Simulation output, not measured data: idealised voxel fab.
Process module in this document: voxel released beams
In the cross-section labelled cut, the width is 275 nm and each square cell is 5 nm.
Format of a cross-section: grid, square cells. Given as bands. Order: top down. Band: one or more rows of cells.
Basically the band line says how high the top is and how high the bottom is, in nm, and then what's in it from left to right, every material with its width in nm. Empty space shows up as "empty", and if a single material carries "edge to edge" it runs the full band edge to edge.
Heights are reckoned from 0. Under this level, the received wafer is all of one material. The bottommost band is open-ended downward, for example "0 -> down".
A width given as "30->40" starts at the first number in the band's top row and ends at the second number in its bottom row, shifting by an equal amount at every step from row to row.
The designation "everything unchanged", where it is given for a processing step, indicates that no cell of the cross-section was altered in the course of that step.
Listed in "Enclosed void inventory": every empty space of 8 or more cells without an open way to the top. Form: width x height at distance, the distance being from the left edge, all in nm.
That trailing text on a step's line, after the settings, is the simulator's own remark on the step.
A step line may carry the setting "overlay nm", which, for steps involving a mask, states the distance by which the mask lay to the right of its intended position; negative values denote displacement to the left.

## plan
1: RECEIVE: material Si
2: CONFORMAL_DEP: material Al2O3, thk nm 5
3: DIRECTIONAL_DEP: material SiO2, thk nm 20
4: MASKED_ETCH: tone open, mask id ANCHOR, width nm 25, etch materials SiO2, depth nm 20, overlay nm 0
5: CONFORMAL_DEP: material SiN, thk nm 10
6: DIRECTIONAL_DEP: material aC, thk nm 10
7: PATTERN: tone cover, mask id BEAM, material resist, width nm 75, thk nm 25, overlay nm 0
8: DIRECTIONAL_ETCH: etch materials aC, depth nm 10
9: STRIP: etch materials resist
10: DIRECTIONAL_ETCH: etch materials SiN, depth nm 10
11: STRIP: etch materials aC
12: STRIP: etch materials SiO2

## First out of two wafers; run went to plan

## The cross-section here shows the wafer as received, i.e. in its state after step 1
* 0 -> down  Si edge to edge
* Enclosed void inventory: none

## after step 2
* 5 -> 0  Al2O3 edge to edge
* Beneath the level 0, the cross-section is identical to its previous state.

## after step 3
* 25 -> 5  SiO2 edge to edge
* Beneath the level 5, the cross-section is identical to its previous state.

## after step 4
* 25 -> 5  SiO2 100 nm | empty 25 nm | SiO2 150 nm
* Beneath the level 5, the cross-section is identical to its previous state.

## after step 5
* 35 -> 25  SiN 110 nm | empty 5 nm | SiN 160 nm
* 25 -> 15  SiO2 100 nm | SiN 10 nm | empty 5 nm | SiN 10 nm | SiO2 150 nm
* 15 -> 5  SiO2 100 nm | SiN 25 nm | SiO2 150 nm
* Beneath the level 5, the cross-section is identical to its previous state.

## after step 6
* 45 -> 35  aC 110 nm | empty 5 nm | aC 160 nm
* 35 -> 25  SiN 110 nm | empty 5 nm | SiN 160 nm
* 25 -> 15  SiO2 100 nm | SiN 10 nm | aC 5 nm | SiN 10 nm | SiO2 150 nm
* Beneath the level 15, the cross-section is identical to its previous state.

## after step 7
* 70 -> 45  empty 95 nm | resist 75 nm | empty 105 nm
* 45 -> 35  aC 110 nm | resist 5 nm | aC 160 nm
* 35 -> 25  SiN 110 nm | resist 5 nm | SiN 160 nm
* Beneath the level 25, the cross-section is identical to its previous state.

## after step 8
* 60 -> 45  empty 95 nm | resist 75 nm | empty 105 nm
* 45 -> 35  empty 95 nm | aC 15 nm | resist 5 nm | aC 55 nm | empty 105 nm
* Beneath the level 35, the cross-section is identical to its previous state.

## after step 9
* 45 -> 35  empty 95 nm | aC 15 nm | empty 5 nm | aC 55 nm | empty 105 nm
* 35 -> 25  SiN 110 nm | empty 5 nm | SiN 160 nm
* Beneath the level 25, the cross-section is identical to its previous state.

## after step 10
* 45 -> 35  empty 95 nm | aC 15 nm | empty 5 nm | aC 55 nm | empty 105 nm
* 35 -> 25  empty 95 nm | SiN 15 nm | empty 5 nm | SiN 55 nm | empty 105 nm
* Beneath the level 25, the cross-section is identical to its previous state.

## after step 11
* 35 -> 25  empty 95 nm | SiN 15 nm | empty 5 nm | SiN 55 nm | empty 105 nm
* 25 -> 15  SiO2 100 nm | SiN 10 nm | empty 5 nm | SiN 10 nm | SiO2 150 nm
* Beneath the level 15, the cross-section is identical to its previous state.

## after step 12
* 35 -> 25  empty 95 nm | SiN 15 nm | empty 5 nm | SiN 55 nm | empty 105 nm
* 25 -> 15  empty 100 nm | SiN 10 nm | empty 5 nm | SiN 10 nm | empty 150 nm
* 15 -> 5  empty 100 nm | SiN 25 nm | empty 150 nm
* Beneath the level 5, the cross-section is identical to its previous state.

## The second wafer was prepared from the same starting point and under the same plan as the first; its processing contained one mistake, and it remains indistinguishable from the first wafer up to and including step 8

## Second wafer at the planned finish of step 9, seen in cross-section
* 45 -> 35  empty 95 nm | aC 15 nm | empty 5 nm | aC 55 nm | empty 105 nm
* 35 -> 25  SiN 110 nm | empty 5 nm | SiN 160 nm
* Beneath the level 25, the cross-section is identical to its previous state.

## Second wafer at the planned finish of step 10, seen in cross-section
* 45 -> 35  empty 95 nm | aC 15 nm | empty 5 nm | aC 55 nm | empty 105 nm
* 35 -> 25  empty 95 nm | SiN 15 nm | empty 5 nm | SiN 55 nm | empty 105 nm
* Beneath the level 25, the cross-section is identical to its previous state.

## Second wafer at the planned finish of step 11, seen in cross-section
* 35 -> 25  empty 95 nm | SiN 15 nm | empty 5 nm | SiN 55 nm | empty 105 nm
* 25 -> 15  SiO2 100 nm | SiN 10 nm | empty 5 nm | SiN 10 nm | SiO2 150 nm
* Beneath the level 15, the cross-section is identical to its previous state.

## Second wafer at the planned finish of step 12, seen in cross-section
* 35 -> 25  empty 95 nm | SiN 15 nm | empty 5 nm | SiN 55 nm | empty 105 nm
* 25 -> 15  empty 100 nm | SiN 10 nm | empty 5 nm | SiN 10 nm | empty 150 nm
* 15 -> 5  empty 100 nm | SiN 25 nm | empty 150 nm
* Beneath the level 5, the cross-section is identical to its previous state.
The mistake made against the process plan was this: step 9 was run twice
It should be noted that the final cross-sections of the two wafers coincide, and the mistake therefore has no effect on the output of this model.
